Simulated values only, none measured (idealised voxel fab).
voxel tone inversion: a process module
Each square cell in cross-section cut measures 5 nm, and the section as a whole is 285 nm wide.
Each cross-section below is a grid of square cells, stated as bands in top-down order, with one or more rows of cells making up each band. Band: top and bottom heights (nm) first, top before bottom; then materials from left to right, widths in nm. "all across" marks a sole material filling the band edge to edge. "blank" denotes empty space. Below 0: as-received wafer, all one material; heights counted from there. Lowest band: no bottom, goes on down, written "from 0 down". With a width like "30 to 40", each row of cells in the band differs from the next by the same amount, the top row carrying the first number and the bottom row the second. "nothing was modified", as given for a step, is the statement that not any cell of the cross-section underwent a change during that step. Closed empty spaces (no open way to the top) of 8 cells or more are what "Closed void catalog" lists, each as width x height at distance from the left edge, nm for all three. If you see something after the settings on a step's line, that's the simulator's own remark about that step. The optional step-line setting "overlay nm" applies to steps with a mask and quantifies how far to the right of its planned location the mask lay, a negative value indicating leftward placement.
The planned process steps are enumerated hereunder
step 1: RECEIVE,material Si
step 2: CONFORMAL_DEP,material SiCN,thk nm 5
step 3: DIRECTIONAL_DEP,material aC,thk nm 20
step 4: PATTERN,tone cover,mask id POSTS,material resist,width nm 25,pitch nm 50,thk nm 30,overlay nm 0
step 5: DIRECTIONAL_ETCH,etch materials aC,depth nm 20
step 6: STRIP,etch materials resist
step 7: FILL_DEP,material lowk,thk nm 10
step 8: CMP,height nm 25
step 9: STRIP,etch materials aC
step 10: CONFORMAL_DEP,material TiN,thk nm 5
step 11: FILL_DEP,material Ru,thk nm 10
step 12: CMP,height nm 25
step 13: CONFORMAL_DEP,material SiCN,thk nm 5
Delivered wafer in cross-section: state after step 1
* from 0 down = Si all across
* Closed void catalog: none
Here's the cross-section of the first of our two wafers at the end of the module - it ran as planned
* from 30 to 25 = SiCN all across
* from 25 to 10 = lowk: 80, then TiN: 5, then Ru: 15, then TiN: 5, then lowk: 25, then TiN: 5, then Ru: 15, then TiN: 5, then lowk: 25, then TiN: 5, then Ru: 15, then TiN: 5, then lowk: 80
* from 10 to 5 = lowk: 80, then TiN: 25, then lowk: 25, then TiN: 25, then lowk: 25, then TiN: 25, then lowk: 80
* from 5 to 0 = SiCN all across
* from 0 down = Si all across
* Closed void catalog: none
Cross-section at end of module for the second wafer of two, which matched the first in starting point and plan and differed by one mistake in its processing
* from 30 to 20 = SiCN all across
* from 20 to 0 = aC all across
* from 0 down = Si all across
* Closed void catalog: none
Nonconformance to the process plan: steps 2 and 3 run out of order (swapped)
Counted in cells at the end, the second wafer holds more or fewer of these materials than the first: Ru -27 | TiN -33 | aC +228 | lowk -168
